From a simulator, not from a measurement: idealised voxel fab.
The following is a process module called voxel wiring stack.
Square cells of 5 nm make up the cross-section cut, whose width is 285 nm.
A cross-section in this document is a grid of square cells, and it is written down as bands, the top band listed before the ones below it; a band is made up of one or more rows of cells. Basically the band line says how high the top is and how high the bottom is, in nm, and then what's in it from left to right, every material with its width in nm. Empty space shows up as "empty", and if a single material carries "everywhere" it runs the full band edge to edge. Where do heights start? At 0: under that level the wafer as delivered is made of one material only. And the lowest band has no floor; it just carries on downward, as in "0 and below". Width: "30..40" (first number = top row, second number = bottom row, same change from row to row of cells). Step note "nothing altered" = no cross-section cell changed. "closed voids": empty spaces of 8 cells or more with no open way to the top, each given as width x height at distance, distance from the left edge, all in nm. Post-settings text on a step line: simulator's own remark regarding the step. Steps that use a mask can have "overlay nm" on their line. It says how far the mask sat to the right of where it was meant to be. Negative means to the left.
Steps planned for the process:
1,RECEIVE | material Si
2,CONFORMAL_DEP | material SiO2 | thk nm 15
3,CONFORMAL_DEP | material SiCN | thk nm 5
4,DIRECTIONAL_DEP | material SiO2 | thk nm 25
5,MASKED_ETCH | tone open | mask id METAL_1 | width nm 25 | pitch nm 40 | etch materials SiO2 | depth nm 25 | overlay nm 0
6,MASKED_ETCH | tone open | mask id METAL_1 | width nm 25 | pitch nm 40 | etch materials SiCN | depth nm 5 | overlay nm 0
7,CONFORMAL_DEP | material TiN | thk nm 5
8,FILL_DEP | material Ru | thk nm 10
9,CMP | height nm 45
10,EPI | material Ru | thk nm 5
11,FILL_DEP | material SiCN | thk nm 5
12,DIRECTIONAL_DEP | material lowk | thk nm 35
13,MASKED_ETCH | tone open | mask id METAL_2 | width nm 25 | pitch nm 40 | etch materials lowk | depth nm 20 | overlay nm 0
14,MASKED_ETCH | tone open | mask id METAL_2_HOLES | width nm 15 | pitch nm 80 | etch materials lowk | depth nm 15 | overlay nm 0
15,MASKED_ETCH | tone open | mask id METAL_2_HOLES | width nm 15 | pitch nm 80 | etch materials SiCN | depth nm 5 | overlay nm 0
16,CONFORMAL_DEP | material TiN | thk nm 5
17,FILL_DEP | material Cu | thk nm 5
18,CMP | height nm 90
19,CONFORMAL_DEP | material SiCN | thk nm 5
20,DIRECTIONAL_DEP | material SiO2 | thk nm 10
21,DIRECTIONAL_DEP | material aC | thk nm 15
22,PATTERN | tone open | mask id PLUG_2 | material resist | width nm 15 | pitch nm 40 | thk nm 35 | overlay nm 0
23,DIRECTIONAL_ETCH | etch materials aC | depth nm 15
24,STRIP | etch materials resist
25,DIRECTIONAL_ETCH | etch materials SiO2 | depth nm 10
26,DIRECTIONAL_ETCH | etch materials SiCN | depth nm 5
27,STRIP | etch materials aC
28,EPI | material Ru | thk nm 10
29,EPI | material Ru | thk nm 5
30,CONFORMAL_DEP | material SiN | thk nm 5
31,DIRECTIONAL_DEP | material lowk | thk nm 20
32,DIRECTIONAL_DEP | material aC | thk nm 10
33,PATTERN | tone open | mask id METAL_3 | material resist | width nm 25 | pitch nm 40 | thk nm 30 | overlay nm 0
34,DIRECTIONAL_ETCH | etch materials aC | depth nm 10
35,STRIP | etch materials resist
36,DIRECTIONAL_ETCH | etch materials lowk | depth nm 20
37,DIRECTIONAL_ETCH | etch materials SiN | depth nm 5
38,STRIP | etch materials aC
39,CONFORMAL_DEP | material TiN | thk nm 5
40,FILL_DEP | material W | thk nm 10
41,CMP | height nm 130
42,CONFORMAL_DEP | material SiCN | thk nm 5
43,DIRECTIONAL_DEP | material lowk | thk nm 15
44,DIRECTIONAL_DEP | material aC | thk nm 15
45,PATTERN | tone open | mask id PLUG_3 | material resist | width nm 15 | pitch nm 80 | thk nm 35 | overlay nm 0
46,DIRECTIONAL_ETCH | etch materials aC | depth nm 15
47,STRIP | etch materials resist
48,DIRECTIONAL_ETCH | etch materials lowk | depth nm 15
49,DIRECTIONAL_ETCH | etch materials SiCN | depth nm 5
50,STRIP | etch materials aC
51,EPI | material Ru | thk nm 10
52,EPI | material Ru | thk nm 10
53,DIRECTIONAL_DEP | material TiN | thk nm 5
54,DIRECTIONAL_DEP | material Ru | thk nm 15
55,MASKED_ETCH | tone cover | mask id METAL_4 | width nm 25 | pitch nm 40 | etch materials Ru | depth nm 15 | overlay nm 0
56,MASKED_ETCH | tone cover | mask id METAL_4 | width nm 25 | pitch nm 40 | etch materials TiN | depth nm 5 | overlay nm 0
57,CONFORMAL_DEP | material SiCN | thk nm 5
58,FILL_DEP | material lowk | thk nm 10
59,CMP | height nm 170
60,CONFORMAL_DEP | material SiCN | thk nm 5
So, the first of our two wafers, run just as we planned it:
Cross-section of the incoming wafer, state after step 1:
	0 and below  Si everywhere
	closed voids: none
Cross-section of the wafer subsequent to step 2:
	15 down to 0  SiO2 everywhere
	Heights below 0 show no change.
Cross-section of the wafer subsequent to step 3:
	20 down to 15  SiCN everywhere
	Heights below 15 show no change.
Cross-section of the wafer subsequent to step 4:
	45 down to 20  SiO2 everywhere
	Heights below 20 show no change.
Cross-section of the wafer subsequent to step 5:
	45 down to 20  70 SiO2, then 25 empty, then 15 SiO2, then 25 empty, then 15 SiO2, then 25 empty, then 15 SiO2, then 25 empty, then 70 SiO2
	Heights below 20 show no change.
Cross-section of the wafer subsequent to step 6:
	45 down to 20  70 SiO2, then 25 empty, then 15 SiO2, then 25 empty, then 15 SiO2, then 25 empty, then 15 SiO2, then 25 empty, then 70 SiO2
	20 down to 15  70 SiCN, then 25 empty, then 15 SiCN, then 25 empty, then 15 SiCN, then 25 empty, then 15 SiCN, then 25 empty, then 70 SiCN
	Heights below 15 show no change.
Cross-section of the wafer subsequent to step 7:
	50 down to 45  75 TiN, then 15 empty, then 25 TiN, then 15 empty, then 25 TiN, then 15 empty, then 25 TiN, then 15 empty, then 75 TiN
	45 down to 20  70 SiO2, then 5 TiN, then 15 empty, then 5 TiN, then 15 SiO2, then 5 TiN, then 15 empty, then 5 TiN, then 15 SiO2, then 5 TiN, then 15 empty, then 5 TiN, then 15 SiO2, then 5 TiN, then 15 empty, then 5 TiN, then 70 SiO2
	20 down to 15  70 SiCN, then 25 TiN, then 15 SiCN, then 25 TiN, then 15 SiCN, then 25 TiN, then 15 SiCN, then 25 TiN, then 70 SiCN
	Heights below 15 show no change.
Cross-section of the wafer subsequent to step 8:
	60 down to 50  Ru everywhere
	50 down to 45  75 TiN, then 15 Ru, then 25 TiN, then 15 Ru, then 25 TiN, then 15 Ru, then 25 TiN, then 15 Ru, then 75 TiN
	45 down to 20  70 SiO2, then 5 TiN, then 15 Ru, then 5 TiN, then 15 SiO2, then 5 TiN, then 15 Ru, then 5 TiN, then 15 SiO2, then 5 TiN, then 15 Ru, then 5 TiN, then 15 SiO2, then 5 TiN, then 15 Ru, then 5 TiN, then 70 SiO2
	Heights below 20 show no change.
Cross-section of the wafer subsequent to step 9:
	45 down to 20  70 SiO2, then 5 TiN, then 15 Ru, then 5 TiN, then 15 SiO2, then 5 TiN, then 15 Ru, then 5 TiN, then 15 SiO2, then 5 TiN, then 15 Ru, then 5 TiN, then 15 SiO2, then 5 TiN, then 15 Ru, then 5 TiN, then 70 SiO2
	Heights below 20 show no change.
Cross-section of the wafer subsequent to step 10:
	50 down to 45  65 empty, then 35 Ru, then 5 empty, then 35 Ru, then 5 empty, then 35 Ru, then 5 empty, then 35 Ru, then 65 empty
	Heights below 45 show no change.
Cross-section of the wafer subsequent to step 11:
	55 down to 50  SiCN everywhere
	50 down to 45  65 SiCN, then 35 Ru, then 5 SiCN, then 35 Ru, then 5 SiCN, then 35 Ru, then 5 SiCN, then 35 Ru, then 65 SiCN
	Heights below 45 show no change.
Cross-section of the wafer subsequent to step 12:
	90 down to 55  lowk everywhere
	Heights below 55 show no change.
Cross-section of the wafer subsequent to step 13:
	90 down to 70  70 lowk, then 25 empty, then 15 lowk, then 25 empty, then 15 lowk, then 25 empty, then 15 lowk, then 25 empty, then 70 lowk
	Heights below 70 show no change.
Cross-section of the wafer subsequent to step 14:
	90 down to 70  70 lowk, then 25 empty, then 15 lowk, then 25 empty, then 15 lowk, then 25 empty, then 15 lowk, then 25 empty, then 70 lowk
	70 down to 55  70 lowk, then 15 empty, then 65 lowk, then 15 empty, then 120 lowk
	Heights below 55 show no change.
Cross-section of the wafer subsequent to step 15:
	90 down to 70  70 lowk, then 25 empty, then 15 lowk, then 25 empty, then 15 lowk, then 25 empty, then 15 lowk, then 25 empty, then 70 lowk
	70 down to 55  70 lowk, then 15 empty, then 65 lowk, then 15 empty, then 120 lowk
	55 down to 50  70 SiCN, then 15 empty, then 65 SiCN, then 15 empty, then 120 SiCN
	Heights below 50 show no change.
Cross-section of the wafer subsequent to step 16:
	95 down to 90  75 TiN, then 15 empty, then 25 TiN, then 15 empty, then 25 TiN, then 15 empty, then 25 TiN, then 15 empty, then 75 TiN
	90 down to 75  70 lowk, then 5 TiN, then 15 empty, then 5 TiN, then 15 lowk, then 5 TiN, then 15 empty, then 5 TiN, then 15 lowk, then 5 TiN, then 15 empty, then 5 TiN, then 15 lowk, then 5 TiN, then 15 empty, then 5 TiN, then 70 lowk
	75 down to 70  70 lowk, then 5 TiN, then 5 empty, then 15 TiN, then 15 lowk, then 25 TiN, then 15 lowk, then 5 TiN, then 5 empty, then 15 TiN, then 15 lowk, then 25 TiN, then 70 lowk
	70 down to 55  70 lowk, then 5 TiN, then 5 empty, then 5 TiN, then 65 lowk, then 5 TiN, then 5 empty, then 5 TiN, then 120 lowk
	55 down to 50  70 SiCN, then 15 TiN, then 65 SiCN, then 15 TiN, then 120 SiCN
	Heights below 50 show no change.
Cross-section of the wafer subsequent to step 17:
	100 down to 95  Cu everywhere
	95 down to 90  75 TiN, then 15 Cu, then 25 TiN, then 15 Cu, then 25 TiN, then 15 Cu, then 25 TiN, then 15 Cu, then 75 TiN
	90 down to 75  70 lowk, then 5 TiN, then 15 Cu, then 5 TiN, then 15 lowk, then 5 TiN, then 15 Cu, then 5 TiN, then 15 lowk, then 5 TiN, then 15 Cu, then 5 TiN, then 15 lowk, then 5 TiN, then 15 Cu, then 5 TiN, then 70 lowk
	75 down to 70  70 lowk, then 5 TiN, then 5 Cu, then 15 TiN, then 15 lowk, then 25 TiN, then 15 lowk, then 5 TiN, then 5 Cu, then 15 TiN, then 15 lowk, then 25 TiN, then 70 lowk
	70 down to 55  70 lowk, then 5 TiN, then 5 Cu, then 5 TiN, then 65 lowk, then 5 TiN, then 5 Cu, then 5 TiN, then 120 lowk
	Heights below 55 show no change.
Cross-section of the wafer subsequent to step 18:
	90 down to 75  70 lowk, then 5 TiN, then 15 Cu, then 5 TiN, then 15 lowk, then 5 TiN, then 15 Cu, then 5 TiN, then 15 lowk, then 5 TiN, then 15 Cu, then 5 TiN, then 15 lowk, then 5 TiN, then 15 Cu, then 5 TiN, then 70 lowk
	Heights below 75 show no change.
Cross-section of the wafer subsequent to step 19:
	95 down to 90  SiCN everywhere
	Heights below 90 show no change.
Cross-section of the wafer subsequent to step 20:
	105 down to 95  SiO2 everywhere
	Heights below 95 show no change.
Cross-section of the wafer subsequent to step 21:
	120 down to 105  aC everywhere
	Heights below 105 show no change.
Cross-section of the wafer subsequent to step 22:
	155 down to 120  70 resist, then 15 empty, then 25 resist, then 15 empty, then 25 resist, then 15 empty, then 25 resist, then 15 empty, then 80 resist
	Heights below 120 show no change.
Cross-section of the wafer subsequent to step 23:
	140 down to 120  70 resist, then 15 empty, then 25 resist, then 15 empty, then 25 resist, then 15 empty, then 25 resist, then 15 empty, then 80 resist
	120 down to 105  70 aC, then 15 empty, then 25 aC, then 15 empty, then 25 aC, then 15 empty, then 25 aC, then 15 empty, then 80 aC
	Heights below 105 show no change.
Cross-section of the wafer subsequent to step 24:
	120 down to 105  70 aC, then 15 empty, then 25 aC, then 15 empty, then 25 aC, then 15 empty, then 25 aC, then 15 empty, then 80 aC
	Heights below 105 show no change.
Cross-section of the wafer subsequent to step 25:
	120 down to 105  70 aC, then 15 empty, then 25 aC, then 15 empty, then 25 aC, then 15 empty, then 25 aC, then 15 empty, then 80 aC
	105 down to 95  70 SiO2, then 15 empty, then 25 SiO2, then 15 empty, then 25 SiO2, then 15 empty, then 25 SiO2, then 15 empty, then 80 SiO2
	Heights below 95 show no change.
Cross-section of the wafer subsequent to step 26:
	120 down to 105  70 aC, then 15 empty, then 25 aC, then 15 empty, then 25 aC, then 15 empty, then 25 aC, then 15 empty, then 80 aC
	105 down to 95  70 SiO2, then 15 empty, then 25 SiO2, then 15 empty, then 25 SiO2, then 15 empty, then 25 SiO2, then 15 empty, then 80 SiO2
	95 down to 90  70 SiCN, then 15 empty, then 25 SiCN, then 15 empty, then 25 SiCN, then 15 empty, then 25 SiCN, then 15 empty, then 80 SiCN
	Heights below 90 show no change.
Cross-section of the wafer subsequent to step 27:
	105 down to 95  70 SiO2, then 15 empty, then 25 SiO2, then 15 empty, then 25 SiO2, then 15 empty, then 25 SiO2, then 15 empty, then 80 SiO2
	Heights below 95 show no change.
Cross-section of the wafer subsequent to step 28:
	105 down to 100  70 SiO2, then 15 empty, then 25 SiO2, then 15 empty, then 25 SiO2, then 15 empty, then 25 SiO2, then 15 empty, then 80 SiO2
	100 down to 95  70 SiO2, then 15 Ru, then 25 SiO2, then 15 Ru, then 25 SiO2, then 15 Ru, then 25 SiO2, then 15 Ru, then 80 SiO2
	95 down to 90  70 SiCN, then 15 Ru, then 25 SiCN, then 15 Ru, then 25 SiCN, then 15 Ru, then 25 SiCN, then 15 Ru, then 80 SiCN
	Heights below 90 show no change.
Cross-section of the wafer subsequent to step 29:
	105 down to 95  70 SiO2, then 15 Ru, then 25 SiO2, then 15 Ru, then 25 SiO2, then 15 Ru, then 25 SiO2, then 15 Ru, then 80 SiO2
	Heights below 95 show no change.
Cross-section of the wafer subsequent to step 30:
	110 down to 105  SiN everywhere
	Heights below 105 show no change.
Cross-section of the wafer subsequent to step 31:
	130 down to 110  lowk everywhere
	Heights below 110 show no change.
Cross-section of the wafer subsequent to step 32:
	140 down to 130  aC everywhere
	Heights below 130 show no change.
Cross-section of the wafer subsequent to step 33:
	170 down to 140  70 resist, then 25 empty, then 15 resist, then 25 empty, then 15 resist, then 25 empty, then 15 resist, then 25 empty, then 70 resist
	Heights below 140 show no change.
Cross-section of the wafer subsequent to step 34:
	160 down to 140  70 resist, then 25 empty, then 15 resist, then 25 empty, then 15 resist, then 25 empty, then 15 resist, then 25 empty, then 70 resist
	140 down to 130  70 aC, then 25 empty, then 15 aC, then 25 empty, then 15 aC, then 25 empty, then 15 aC, then 25 empty, then 70 aC
	Heights below 130 show no change.
Cross-section of the wafer subsequent to step 35:
	140 down to 130  70 aC, then 25 empty, then 15 aC, then 25 empty, then 15 aC, then 25 empty, then 15 aC, then 25 empty, then 70 aC
	Heights below 130 show no change.
Cross-section of the wafer subsequent to step 36:
	140 down to 130  70 aC, then 25 empty, then 15 aC, then 25 empty, then 15 aC, then 25 empty, then 15 aC, then 25 empty, then 70 aC
	130 down to 110  70 lowk, then 25 empty, then 15 lowk, then 25 empty, then 15 lowk, then 25 empty, then 15 lowk, then 25 empty, then 70 lowk
	Heights below 110 show no change.
Cross-section of the wafer subsequent to step 37:
	140 down to 130  70 aC, then 25 empty, then 15 aC, then 25 empty, then 15 aC, then 25 empty, then 15 aC, then 25 empty, then 70 aC
	130 down to 110  70 lowk, then 25 empty, then 15 lowk, then 25 empty, then 15 lowk, then 25 empty, then 15 lowk, then 25 empty, then 70 lowk
	110 down to 105  70 SiN, then 25 empty, then 15 SiN, then 25 empty, then 15 SiN, then 25 empty, then 15 SiN, then 25 empty, then 70 SiN
	Heights below 105 show no change.
Cross-section of the wafer subsequent to step 38:
	130 down to 110  70 lowk, then 25 empty, then 15 lowk, then 25 empty, then 15 lowk, then 25 empty, then 15 lowk, then 25 empty, then 70 lowk
	Heights below 110 show no change.
Cross-section of the wafer subsequent to step 39:
	135 down to 130  75 TiN, then 15 empty, then 25 TiN, then 15 empty, then 25 TiN, then 15 empty, then 25 TiN, then 15 empty, then 75 TiN
	130 down to 110  70 lowk, then 5 TiN, then 15 empty, then 5 TiN, then 15 lowk, then 5 TiN, then 15 empty, then 5 TiN, then 15 lowk, then 5 TiN, then 15 empty, then 5 TiN, then 15 lowk, then 5 TiN, then 15 empty, then 5 TiN, then 70 lowk
	110 down to 105  70 SiN, then 25 TiN, then 15 SiN, then 25 TiN, then 15 SiN, then 25 TiN, then 15 SiN, then 25 TiN, then 70 SiN
	Heights below 105 show no change.
Cross-section of the wafer subsequent to step 40:
	145 down to 135  W everywhere
	135 down to 130  75 TiN, then 15 W, then 25 TiN, then 15 W, then 25 TiN, then 15 W, then 25 TiN, then 15 W, then 75 TiN
	130 down to 110  70 lowk, then 5 TiN, then 15 W, then 5 TiN, then 15 lowk, then 5 TiN, then 15 W, then 5 TiN, then 15 lowk, then 5 TiN, then 15 W, then 5 TiN, then 15 lowk, then 5 TiN, then 15 W, then 5 TiN, then 70 lowk
	Heights below 110 show no change.
Cross-section of the wafer subsequent to step 41:
	130 down to 110  70 lowk, then 5 TiN, then 15 W, then 5 TiN, then 15 lowk, then 5 TiN, then 15 W, then 5 TiN, then 15 lowk, then 5 TiN, then 15 W, then 5 TiN, then 15 lowk, then 5 TiN, then 15 W, then 5 TiN, then 70 lowk
	Heights below 110 show no change.
Cross-section of the wafer subsequent to step 42:
	135 down to 130  SiCN everywhere
	Heights below 130 show no change.
Cross-section of the wafer subsequent to step 43:
	150 down to 135  lowk everywhere
	Heights below 135 show no change.
Cross-section of the wafer subsequent to step 44:
	165 down to 150  aC everywhere
	Heights below 150 show no change.
Cross-section of the wafer subsequent to step 45:
	200 down to 165  70 resist, then 15 empty, then 65 resist, then 15 empty, then 120 resist
	Heights below 165 show no change.
Cross-section of the wafer subsequent to step 46:
	185 down to 165  70 resist, then 15 empty, then 65 resist, then 15 empty, then 120 resist
	165 down to 150  70 aC, then 15 empty, then 65 aC, then 15 empty, then 120 aC
	Heights below 150 show no change.
Cross-section of the wafer subsequent to step 47:
	165 down to 150  70 aC, then 15 empty, then 65 aC, then 15 empty, then 120 aC
	Heights below 150 show no change.
Cross-section of the wafer subsequent to step 48:
	165 down to 150  70 aC, then 15 empty, then 65 aC, then 15 empty, then 120 aC
	150 down to 135  70 lowk, then 15 empty, then 65 lowk, then 15 empty, then 120 lowk
	Heights below 135 show no change.
Cross-section of the wafer subsequent to step 49:
	165 down to 150  70 aC, then 15 empty, then 65 aC, then 15 empty, then 120 aC
	150 down to 135  70 lowk, then 15 empty, then 65 lowk, then 15 empty, then 120 lowk
	135 down to 130  70 SiCN, then 15 empty, then 65 SiCN, then 15 empty, then 120 SiCN
	Heights below 130 show no change.
Cross-section of the wafer subsequent to step 50:
	150 down to 135  70 lowk, then 15 empty, then 65 lowk, then 15 empty, then 120 lowk
	Heights below 135 show no change.
Cross-section of the wafer subsequent to step 51:
	150 down to 140  70 lowk, then 15 empty, then 65 lowk, then 15 empty, then 120 lowk
	140 down to 135  70 lowk, then 15 Ru, then 65 lowk, then 15 Ru, then 120 lowk
	135 down to 130  70 SiCN, then 15 Ru, then 65 SiCN, then 15 Ru, then 120 SiCN
	Heights below 130 show no change.
Cross-section of the wafer subsequent to step 52:
	150 down to 135  70 lowk, then 15 Ru, then 65 lowk, then 15 Ru, then 120 lowk
	Heights below 135 show no change.
Cross-section of the wafer subsequent to step 53:
	155 down to 150  TiN everywhere
	Heights below 150 show no change.
Cross-section of the wafer subsequent to step 54:
	170 down to 155  Ru everywhere
	Heights below 155 show no change.
Cross-section of the wafer subsequent to step 55:
	170 down to 155  70 empty, then 25 Ru, then 15 empty, then 25 Ru, then 15 empty, then 25 Ru, then 15 empty, then 25 Ru, then 70 empty
	Heights below 155 show no change.
Cross-section of the wafer subsequent to step 56:
	170 down to 155  70 empty, then 25 Ru, then 15 empty, then 25 Ru, then 15 empty, then 25 Ru, then 15 empty, then 25 Ru, then 70 empty
	155 down to 150  70 empty, then 25 TiN, then 15 empty, then 25 TiN, then 15 empty, then 25 TiN, then 15 empty, then 25 TiN, then 70 empty
	Heights below 150 show no change.
Cross-section of the wafer subsequent to step 57:
	175 down to 170  65 empty, then 35 SiCN, then 5 empty, then 35 SiCN, then 5 empty, then 35 SiCN, then 5 empty, then 35 SiCN, then 65 empty
	170 down to 155  65 empty, then 5 SiCN, then 25 Ru, then 5 SiCN, then 5 empty, then 5 SiCN, then 25 Ru, then 5 SiCN, then 5 empty, then 5 SiCN, then 25 Ru, then 5 SiCN, then 5 empty, then 5 SiCN, then 25 Ru, then 5 SiCN, then 65 empty
	155 down to 150  70 SiCN, then 25 TiN, then 15 SiCN, then 25 TiN, then 15 SiCN, then 25 TiN, then 15 SiCN, then 25 TiN, then 70 SiCN
	Heights below 150 show no change.
Cross-section of the wafer subsequent to step 58:
	185 down to 175  lowk everywhere
	175 down to 170  65 lowk, then 35 SiCN, then 5 lowk, then 35 SiCN, then 5 lowk, then 35 SiCN, then 5 lowk, then 35 SiCN, then 65 lowk
	170 down to 155  65 lowk, then 5 SiCN, then 25 Ru, then 5 SiCN, then 5 lowk, then 5 SiCN, then 25 Ru, then 5 SiCN, then 5 lowk, then 5 SiCN, then 25 Ru, then 5 SiCN, then 5 lowk, then 5 SiCN, then 25 Ru, then 5 SiCN, then 65 lowk
	Heights below 155 show no change.
Cross-section of the wafer subsequent to step 59:
	170 down to 155  65 lowk, then 5 SiCN, then 25 Ru, then 5 SiCN, then 5 lowk, then 5 SiCN, then 25 Ru, then 5 SiCN, then 5 lowk, then 5 SiCN, then 25 Ru, then 5 SiCN, then 5 lowk, then 5 SiCN, then 25 Ru, then 5 SiCN, then 65 lowk
	Heights below 155 show no change.
Cross-section of the wafer subsequent to step 60:
	175 down to 170  SiCN everywhere
	Heights below 170 show no change.
Second wafer - shared start and plan with the first - one error in running - same as the first up to step 54 inclusive:
Cross-section of the second wafer at the time step 55 of the plan should have ended:
	170 down to 155  70 Ru, then 25 empty, then 15 Ru, then 25 empty, then 15 Ru, then 25 empty, then 15 Ru, then 25 empty, then 70 Ru
	Heights below 155 show no change.
Cross-section of the second wafer at the time step 56 of the plan should have ended: nothing altered
Cross-section of the second wafer at the time step 57 of the plan should have ended:
	175 down to 170  75 SiCN, then 15 empty, then 25 SiCN, then 15 empty, then 25 SiCN, then 15 empty, then 25 SiCN, then 15 empty, then 75 SiCN
	170 down to 160  70 Ru, then 5 SiCN, then 15 empty, then 5 SiCN, then 15 Ru, then 5 SiCN, then 15 empty, then 5 SiCN, then 15 Ru, then 5 SiCN, then 15 empty, then 5 SiCN, then 15 Ru, then 5 SiCN, then 15 empty, then 5 SiCN, then 70 Ru
	160 down to 155  70 Ru, then 25 SiCN, then 15 Ru, then 25 SiCN, then 15 Ru, then 25 SiCN, then 15 Ru, then 25 SiCN, then 70 Ru
	Heights below 155 show no change.
Cross-section of the second wafer at the time step 58 of the plan should have ended:
	185 down to 175  lowk everywhere
	175 down to 170  75 SiCN, then 15 lowk, then 25 SiCN, then 15 lowk, then 25 SiCN, then 15 lowk, then 25 SiCN, then 15 lowk, then 75 SiCN
	170 down to 160  70 Ru, then 5 SiCN, then 15 lowk, then 5 SiCN, then 15 Ru, then 5 SiCN, then 15 lowk, then 5 SiCN, then 15 Ru, then 5 SiCN, then 15 lowk, then 5 SiCN, then 15 Ru, then 5 SiCN, then 15 lowk, then 5 SiCN, then 70 Ru
	Heights below 160 show no change.
Cross-section of the second wafer at the time step 59 of the plan should have ended:
	170 down to 160  70 Ru, then 5 SiCN, then 15 lowk, then 5 SiCN, then 15 Ru, then 5 SiCN, then 15 lowk, then 5 SiCN, then 15 Ru, then 5 SiCN, then 15 lowk, then 5 SiCN, then 15 Ru, then 5 SiCN, then 15 lowk, then 5 SiCN, then 70 Ru
	Heights below 160 show no change.
Cross-section of the second wafer at the time step 60 of the plan should have ended:
	175 down to 170  SiCN everywhere
	Heights below 170 show no change.
What was the processing mistake? step 55 was not run as planned; what actually ran was MASKED_ETCH | tone open | mask id METAL_4 | width nm 25 | pitch nm 40 | etch materials Ru | depth nm 15 | overlay nm 0
At the finish, the second wafer shows more or fewer cells for some materials than the first does: 51 more of Ru | 25 fewer of SiCN | 37 more of TiN | 63 fewer of lowk
